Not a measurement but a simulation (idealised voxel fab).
You're looking at the process module voxel self aligned contacts.
We display cut, a cross-section 285 nm in width whose square cells are each 5 nm.
Cross-section = grid of square cells, listed top down in bands; band = one or more rows. What a band's entry tells you: where the top is and where the bottom is, as heights in nm, and after that what lies inside, material by material from left to right, each with its width in nm. Empty space is written as the word "blank", and a single material marked with the word "all across" occupies the band from edge to edge. Beneath 0, the wafer as received is one material, and that level is where height counting begins. The lowest band goes on downward without a bottom; it is written like "0 -> down". A width given as "30..40" starts at the first number in the band's top row and ends at the second number in its bottom row, shifting by an equal amount at every step from row to row. You'll sometimes find "no change" written for a step, and that's the way of saying that nowhere in the cross-section did a cell change during that step. Look at "Non-vented voids" for the closed voids: empty spaces with no open path to the top, sized 8 cells or up. Each is width x height at distance, distance from the left edge, all nm. after a step's settings: what the simulator itself notes on the step. overlay nm, on a step with a mask: how far to the right of its planned place the mask lay; to the left if negative.
### Process steps (planned)
1. RECEIVE,material Si
2. OXIDIZE,depth nm 5
3. DIRECTIONAL_DEP,material polySi,thk nm 30
4. DIRECTIONAL_DEP,material SiN,thk nm 25
5. PATTERN,tone cover,mask id GATE,material resist,width nm 35,pitch nm 75,thk nm 20,overlay nm 0
6. DIRECTIONAL_ETCH,etch materials SiN,depth nm 25
7. DIRECTIONAL_ETCH,etch materials polySi,depth nm 30
8. STRIP,etch materials resist
9. CONFORMAL_DEP,material SiN,thk nm 10
10. DIRECTIONAL_ETCH,etch materials SiN,depth nm 10
11. FILL_DEP,material SiO2,thk nm 20
12. CMP,height nm 65
13. PATTERN,tone open,mask id CONTACT,material resist,width nm 50,pitch nm 75,thk nm 15,overlay nm 0
14. DIRECTIONAL_ETCH,etch materials SiO2,depth nm 70
15. STRIP,etch materials resist
16. CONFORMAL_DEP,material TiN,thk nm 5
17. FILL_DEP,material W,thk nm 10
18. CMP,height nm 65
19. CONFORMAL_DEP,material SiN,thk nm 5
### Cross-section of the wafer upon arrival, representing the state reached after step 1
> 0 -> down | Si all across
> Non-vented voids: none
### Wafer cross-section at module end: first of two, run to plan
> 70 -> 65 | SiN all across
> 65 -> 55 | SiO2: 80, TiN: 5..20, W: 40..10, TiN: 5..20, SiO2: 25, TiN: 5..20, W: 40..10, TiN: 5..20, SiO2: 80
> 55 -> 30 | SiO2: 40, SiN: 55, TiN: 5, W: 10, TiN: 5, SiN: 55, TiN: 5, W: 10, TiN: 5, SiN: 55, SiO2: 40
> 30 -> 0 | SiO2: 40, SiN: 10, polySi: 35, SiN: 10, TiN: 5, W: 10, TiN: 5, SiN: 10, polySi: 35, SiN: 10, TiN: 5, W: 10, TiN: 5, SiN: 10, polySi: 35, SiN: 10, SiO2: 40
> 0 -> -5 | SiO2: 95, TiN: 20, SiO2: 55, TiN: 20, SiO2: 95
> -5 -> down | Si all across
> Non-vented voids: none
### This is the second of the two wafers, cross-sectioned at the end of the module; it started exactly like the first and was given the same plan, but it was run with one mistake
> 70 -> 65 | SiN all across
> 65 -> 60 | SiO2: 40, SiN: 55, TiN: 5, W: 10, TiN: 5, SiN: 55, TiN: 5, W: 10, TiN: 5, SiN: 55, SiO2: 40
> 60 -> 35 | SiO2: 40, SiN: 10, polySi: 35, SiN: 10, TiN: 5, W: 10, TiN: 5, SiN: 10, polySi: 35, SiN: 10, TiN: 5, W: 10, TiN: 5, SiN: 10, polySi: 35, SiN: 10, SiO2: 40
> 35 -> 30 | SiO2: 40, SiN: 10, polySi: 35, SiN: 10, TiN: 20, SiN: 10, polySi: 35, SiN: 10, TiN: 20, SiN: 10, polySi: 35, SiN: 10, SiO2: 40
> 30 -> 0 | polySi all across
> 0 -> -5 | SiO2 all across
> -5 -> down | Si all across
> Non-vented voids: none
Processing error: in the plan, step 3 was performed twice
The closing comparison, in cells, has the second wafer with more or fewer of some materials than the first: -132 SiN, -130 SiO2, -40 TiN, -40 W, +342 polySi
